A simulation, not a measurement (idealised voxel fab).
Process module under the name voxel ribs on slabs
The figure presents cross-section cut, which has a width of 265 nm and is divided into square cells with an edge length of 5 nm.
Just so we're on the same page, the cross-sections are grids of square cells, and they're listed out in bands top to bottom, each band one or more rows deep. In this notation a band is specified by the heights of its top and bottom, in that order and in nm, after which its materials appear from left to right, each paired with its width in nm. The word "edge to edge" attached to a single material means that material fills the band from edge to edge; the word "air" stands for empty space. A quick word on heights: they are counted from 0, and under that level the wafer as it came to us is one material throughout. The lowest band is different from the rest in having no bottom; it simply continues downward, written as in "z 0 and below". A width such as "30->40" changes by the same amount from each row of cells to the next, from the band's top row to its bottom row. The designation "no modification", where it is given for a processing step, indicates that no cell of the cross-section was altered in the course of that step. The list in "Enclosed void catalog" covers empty spaces of 8 cells or more that cannot reach the top through any open way, and it gives each as width x height at distance; the distance is from the left edge, and width, height and distance are in nm. Read whatever lies past the settings on a step's line as the simulator's own remark about the step. "overlay nm" answers the question of how far to the right of plan the mask lay on a step that has a mask, and when it is negative the answer is to the left.
**So here's the lineup of process steps we planned**
1 RECEIVE with material Si
2 DIRECTIONAL_DEP with material SiO2, thk nm 30
3 DIRECTIONAL_DEP with material polySi, thk nm 20
4 DIRECTIONAL_DEP with material aC, thk nm 15
5 PATTERN with tone cover, mask id RIB, material resist, width nm 30, thk nm 35, overlay nm 0
6 DIRECTIONAL_ETCH with etch materials aC, depth nm 15
7 STRIP with etch materials resist
8 DIRECTIONAL_ETCH with etch materials polySi, depth nm 10
9 STRIP with etch materials aC
10 DIRECTIONAL_DEP with material aC, thk nm 10
11 PATTERN with tone cover, mask id SLAB, material resist, width nm 80, thk nm 25, overlay nm 0
12 DIRECTIONAL_ETCH with etch materials aC, depth nm 10
13 STRIP with etch materials resist
14 DIRECTIONAL_ETCH with etch materials polySi, depth nm 10
15 STRIP with etch materials aC
16 FILL_DEP with material SiO2, thk nm 25
17 CMP with height nm 70
18 DIRECTIONAL_DEP with material W, thk nm 10
19 MASKED_ETCH with tone cover, mask id HEATER, width nm 40, etch materials W, depth nm 10, overlay nm 0
20 CONFORMAL_DEP with material SiO2, thk nm 10
**Run as planned: first of two wafers**
**As received (post step 1): cross-section**
- z 0 and below = Si edge to edge
- Enclosed void catalog: none
**State of the wafer after step 2, shown in cross-section**
- z 30 to 0 = SiO2 edge to edge
- For the remainder of the cross-section, below 0, there is no change.
**State of the wafer after step 3, shown in cross-section**
- z 50 to 30 = polySi edge to edge
- For the remainder of the cross-section, below 30, there is no change.
**State of the wafer after step 4, shown in cross-section**
- z 65 to 50 = aC edge to edge
- For the remainder of the cross-section, below 50, there is no change.
**State of the wafer after step 5, shown in cross-section**
- z 100 to 65 = air 115, resist 30, air 120
- For the remainder of the cross-section, below 65, there is no change.
**State of the wafer after step 6, shown in cross-section**
- z 85 to 65 = air 115, resist 30, air 120
- z 65 to 50 = air 115, aC 30, air 120
- For the remainder of the cross-section, below 50, there is no change.
**State of the wafer after step 7, shown in cross-section**
- z 65 to 50 = air 115, aC 30, air 120
- For the remainder of the cross-section, below 50, there is no change.
**State of the wafer after step 8, shown in cross-section**
- z 65 to 50 = air 115, aC 30, air 120
- z 50 to 40 = air 115, polySi 30, air 120
- For the remainder of the cross-section, below 40, there is no change.
**State of the wafer after step 9, shown in cross-section**
- z 50 to 40 = air 115, polySi 30, air 120
- For the remainder of the cross-section, below 40, there is no change.
**State of the wafer after step 10, shown in cross-section**
- z 60 to 50 = air 115, aC 30, air 120
- z 50 to 40 = aC 115, polySi 30, aC 120
- For the remainder of the cross-section, below 40, there is no change.
**State of the wafer after step 11, shown in cross-section**
- z 85 to 60 = air 90, resist 80, air 95
- z 60 to 50 = air 90, resist 25, aC 30, resist 25, air 95
- For the remainder of the cross-section, below 50, there is no change.
**State of the wafer after step 12, shown in cross-section**
- z 75 to 60 = air 90, resist 80, air 95
- z 60 to 50 = air 90, resist 25, aC 30, resist 25, air 95
- z 50 to 40 = air 90, aC 25, polySi 30, aC 25, air 95
- For the remainder of the cross-section, below 40, there is no change.
**State of the wafer after step 13, shown in cross-section**
- z 60 to 50 = air 115, aC 30, air 120
- For the remainder of the cross-section, below 50, there is no change.
**State of the wafer after step 14, shown in cross-section**
- z 60 to 50 = air 115, aC 30, air 120
- z 50 to 40 = air 90, aC 25, polySi 30, aC 25, air 95
- z 40 to 30 = air 90, polySi 80, air 95
- For the remainder of the cross-section, below 30, there is no change.
**State of the wafer after step 15, shown in cross-section**
- z 50 to 40 = air 115, polySi 30, air 120
- For the remainder of the cross-section, below 40, there is no change.
**State of the wafer after step 16, shown in cross-section**
- z 75 to 50 = SiO2 edge to edge
- z 50 to 40 = SiO2 115, polySi 30, SiO2 120
- z 40 to 30 = SiO2 90, polySi 80, SiO2 95
- For the remainder of the cross-section, below 30, there is no change.
**State of the wafer after step 17, shown in cross-section**
- z 70 to 50 = SiO2 edge to edge
- For the remainder of the cross-section, below 50, there is no change.
**State of the wafer after step 18, shown in cross-section**
- z 80 to 70 = W edge to edge
- For the remainder of the cross-section, below 70, there is no change.
**State of the wafer after step 19, shown in cross-section**
- z 80 to 70 = air 110, W 40, air 115
- For the remainder of the cross-section, below 70, there is no change.
**State of the wafer after step 20, shown in cross-section**
- z 90 to 80 = air 100, SiO2 60, air 105
- z 80 to 70 = SiO2 110, W 40, SiO2 115
- For the remainder of the cross-section, below 70, there is no change.
**The remaining wafer, second of the two, started like the first and was run to the same plan, except that one mistake was made along the way; the two coincide through step 4, inclusive**
**Second wafer: cross-section at the scheduled end of step 5**
- z 100 to 65 = air 110, resist 30, air 125
- For the remainder of the cross-section, below 65, there is no change.
**Second wafer: cross-section at the scheduled end of step 6**
- z 85 to 65 = air 110, resist 30, air 125
- z 65 to 50 = air 110, aC 30, air 125
- For the remainder of the cross-section, below 50, there is no change.
**Second wafer: cross-section at the scheduled end of step 7**
- z 65 to 50 = air 110, aC 30, air 125
- For the remainder of the cross-section, below 50, there is no change.
**Second wafer: cross-section at the scheduled end of step 8**
- z 65 to 50 = air 110, aC 30, air 125
- z 50 to 40 = air 110, polySi 30, air 125
- For the remainder of the cross-section, below 40, there is no change.
**Second wafer: cross-section at the scheduled end of step 9**
- z 50 to 40 = air 110, polySi 30, air 125
- For the remainder of the cross-section, below 40, there is no change.
**Second wafer: cross-section at the scheduled end of step 10**
- z 60 to 50 = air 110, aC 30, air 125
- z 50 to 40 = aC 110, polySi 30, aC 125
- For the remainder of the cross-section, below 40, there is no change.
**Second wafer: cross-section at the scheduled end of step 11**
- z 85 to 60 = air 90, resist 80, air 95
- z 60 to 50 = air 90, resist 20, aC 30, resist 30, air 95
- For the remainder of the cross-section, below 50, there is no change.
**Second wafer: cross-section at the scheduled end of step 12**
- z 75 to 60 = air 90, resist 80, air 95
- z 60 to 50 = air 90, resist 20, aC 30, resist 30, air 95
- z 50 to 40 = air 90, aC 20, polySi 30, aC 30, air 95
- For the remainder of the cross-section, below 40, there is no change.
**Second wafer: cross-section at the scheduled end of step 13**
- z 60 to 50 = air 110, aC 30, air 125
- For the remainder of the cross-section, below 50, there is no change.
**Second wafer: cross-section at the scheduled end of step 14**
- z 60 to 50 = air 110, aC 30, air 125
- z 50 to 40 = air 90, aC 20, polySi 30, aC 30, air 95
- z 40 to 30 = air 90, polySi 80, air 95
- For the remainder of the cross-section, below 30, there is no change.
**Second wafer: cross-section at the scheduled end of step 15**
- z 50 to 40 = air 110, polySi 30, air 125
- For the remainder of the cross-section, below 40, there is no change.
**Second wafer: cross-section at the scheduled end of step 16**
- z 75 to 50 = SiO2 edge to edge
- z 50 to 40 = SiO2 110, polySi 30, SiO2 125
- z 40 to 30 = SiO2 90, polySi 80, SiO2 95
- For the remainder of the cross-section, below 30, there is no change.
**Second wafer: cross-section at the scheduled end of step 17**
- z 70 to 50 = SiO2 edge to edge
- For the remainder of the cross-section, below 50, there is no change.
**Second wafer: cross-section at the scheduled end of step 18**
- z 80 to 70 = W edge to edge
- For the remainder of the cross-section, below 70, there is no change.
**Second wafer: cross-section at the scheduled end of step 19**
- z 80 to 70 = air 110, W 40, air 115
- For the remainder of the cross-section, below 70, there is no change.
**Second wafer: cross-section at the scheduled end of step 20**
- z 90 to 80 = air 100, SiO2 60, air 105
- z 80 to 70 = SiO2 110, W 40, SiO2 115
- For the remainder of the cross-section, below 70, there is no change.
Want to know what went wrong? the process deviated at step 5: the operation and settings actually run there were PATTERN with tone cover, mask id RIB, material resist, width nm 30, thk nm 35, overlay nm -5
at the end the second wafer has, in cells: as many of each material as the first, in other places
